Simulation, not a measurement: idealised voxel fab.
process module | voxel air gaps
cross-section cut | 270 nm wide | cells 5 nm
A cross-section is a grid of square cells, given in bands from the top down. A band is one or more rows of cells.
Each band's line starts with the height of the band's top and of its bottom, in nm. Then come its materials from left to right, each with its width in nm. One material with "throughout" fills the band from edge to edge. "air" is empty space.
Height 0 is the level under which the wafer as received is all one material. The lowest band goes on downwards, as in "0 down".
A width such as "30 to 40" changes by the same amount from each row of cells to the next, from the band's top row to its bottom row.
"no change" after a step means that no cell of the cross-section changed.
closed voids: empty space of 8 cells or more with no open way to the top, each as width x height at its distance from the left edge, in nm
after a step's settings: what the simulator itself notes on the step
overlay nm, on a step with a mask: how far to the right of its planned place the mask lay; to the left if negative
plan
1 op RECEIVE | material Si
2 op CONFORMAL_DEP | material SiO2 | thk nm 10
3 op CONFORMAL_DEP | material SiCN | thk nm 5
4 op DIRECTIONAL_DEP | material lowk | thk nm 40
5 op DIRECTIONAL_DEP | material aC | thk nm 15
6 op PATTERN | tone open | mask id LINES | material resist | width nm 15 | pitch nm 40 | thk nm 35 | overlay nm -15
7 op DIRECTIONAL_ETCH | etch materials aC | depth nm 15
8 op STRIP | etch materials resist
9 op DIRECTIONAL_ETCH | etch materials lowk | depth nm 40
10 op STRIP | etch materials aC
11 op CONFORMAL_DEP | material TiN | thk nm 5
12 op FILL_DEP | material W | thk nm 10
13 op CMP | height nm 55
14 op EPI | material Ru | thk nm 10
15 op SELECTIVE_ETCH | etch materials lowk | depth nm 50
16 op CONFORMAL_DEP | material SiCN | thk nm 5
varied across the wafers: overlay nm of step 6. The plan shows the first wafer's value. All wafers start alike
first wafer as received, after step 1
  0 down: Si throughout
  closed voids: none
each wafer at the end: cells of each material gained (+) or lost (-) since it was received, then its closed voids
overlay nm -15 | +42 Ru | +184 SiCN | +108 SiO2 | +51 TiN | +21 W | closed voids: 15 x 30 at 90; 15 x 30 at 130
overlay nm -10 | +42 Ru | +184 SiCN | +108 SiO2 | +51 TiN | +21 W | closed voids: 15 x 30 at 95; 15 x 30 at 135
overlay nm -5 | +42 Ru | +184 SiCN | +108 SiO2 | +51 TiN | +21 W | closed voids: 15 x 30 at 100; 15 x 30 at 140
overlay nm 0 | +42 Ru | +184 SiCN | +108 SiO2 | +51 TiN | +21 W | closed voids: 15 x 30 at 105; 15 x 30 at 145
overlay nm 5 | +42 Ru | +184 SiCN | +108 SiO2 | +51 TiN | +21 W | closed voids: 15 x 30 at 110; 15 x 30 at 150
overlay nm 10 | +42 Ru | +184 SiCN | +108 SiO2 | +51 TiN | +21 W | closed voids: 15 x 30 at 115; 15 x 30 at 155
overlay nm 15 | +42 Ru | +184 SiCN | +108 SiO2 | +51 TiN | +21 W | closed voids: 15 x 30 at 120; 15 x 30 at 160
